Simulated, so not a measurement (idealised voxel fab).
You're looking at the process module voxel plated lines.
It is cross-section cut that appears here, measuring 235 nm in width, its square cells being 5 nm in size.
Think of the cross-section as a grid of square cells. We describe it in bands, top to bottom, and each band covers one or more rows of those cells.
In this notation a band is specified by the heights of its top and bottom, in that order and in nm, after which its materials appear from left to right, each paired with its width in nm. The word "throughout" attached to a single material means that material fills the band from edge to edge; the word "air" stands for empty space.
Ref level 0: as-received wafer is one material below here. Bottom band extends down with no lower bound ("0..down").
It should be noted that a width expressed as "30->40" varies in equal increments from row to row of cells within the band, taking the value of the first number at the top row and that of the second number at the bottom row.
For the purposes of this document, the phrase "nothing changed" attached to a step denotes that no cell within the cross-section was modified by that step.
"Voids, fully enclosed": empty spaces of 8 cells or more with no open way to the top, each given as width x height at distance, distance from the left edge, all in nm.
On each step's line, the part that comes after the settings is the simulator's own comment on the step.
The "overlay nm" setting may appear on a step's line; for a step that uses a mask, it gives how far to the right of its planned position the mask lay, and a negative value indicates the left.

### Steps planned for the process
1. RECEIVE (material Si)
2. CONFORMAL_DEP (material SiO2; thk nm 15)
3. DIRECTIONAL_DEP (material TiN; thk nm 5)
4. PATTERN (tone open; mask id LINES; material resist; width nm 15; pitch nm 35; thk nm 35; overlay nm 0)
5. EPI (material Ru; thk nm 5)
6. EPI (material Ru; thk nm 10)
7. EPI (material Ru; thk nm 5)
8. STRIP (etch materials resist)
9. DIRECTIONAL_ETCH (etch materials TiN; depth nm 5)
10. CONFORMAL_DEP (material SiN; thk nm 5)

### This is the cross-section of the wafer as we received it, i.e. after step 1
0..down | Si throughout
Voids, fully enclosed: none

### Looking at the first of two wafers in cross-section at end of module - ran to plan
45..40 | 85 air | 25 SiN | 10 air | 25 SiN | 90 air
40..20 | 85 air | 5 SiN | 15 Ru | 5 SiN | 10 air | 5 SiN | 15 Ru | 5 SiN | 90 air
20..15 | 90 SiN | 15 TiN | 20 SiN | 15 TiN | 95 SiN
15..0 | SiO2 throughout
0..down | Si throughout
Voids, fully enclosed: none

### Second wafer of the two, sectioned at the end of the module. It began like the first and followed the same plan, but one mistake was made while running it
55..50 | 85 air | 25 SiN | 10 air | 25 SiN | 90 air
50..30 | 85 air | 5 SiN | 15 Ru | 5 SiN | 10 air | 5 SiN | 15 Ru | 5 SiN | 90 air
30..25 | 90 SiN | 15 TiN | 20 SiN | 15 TiN | 95 SiN
25..0 | SiO2 throughout
0..down | Si throughout
Voids, fully enclosed: none
What went wrong in running the wafer? in deviation from the planned setting, step 2 was conducted as CONFORMAL_DEP (material SiO2; thk nm 25)
FYI, end of process, the second wafer has more or fewer cells of some materials than the first: +94 SiO2
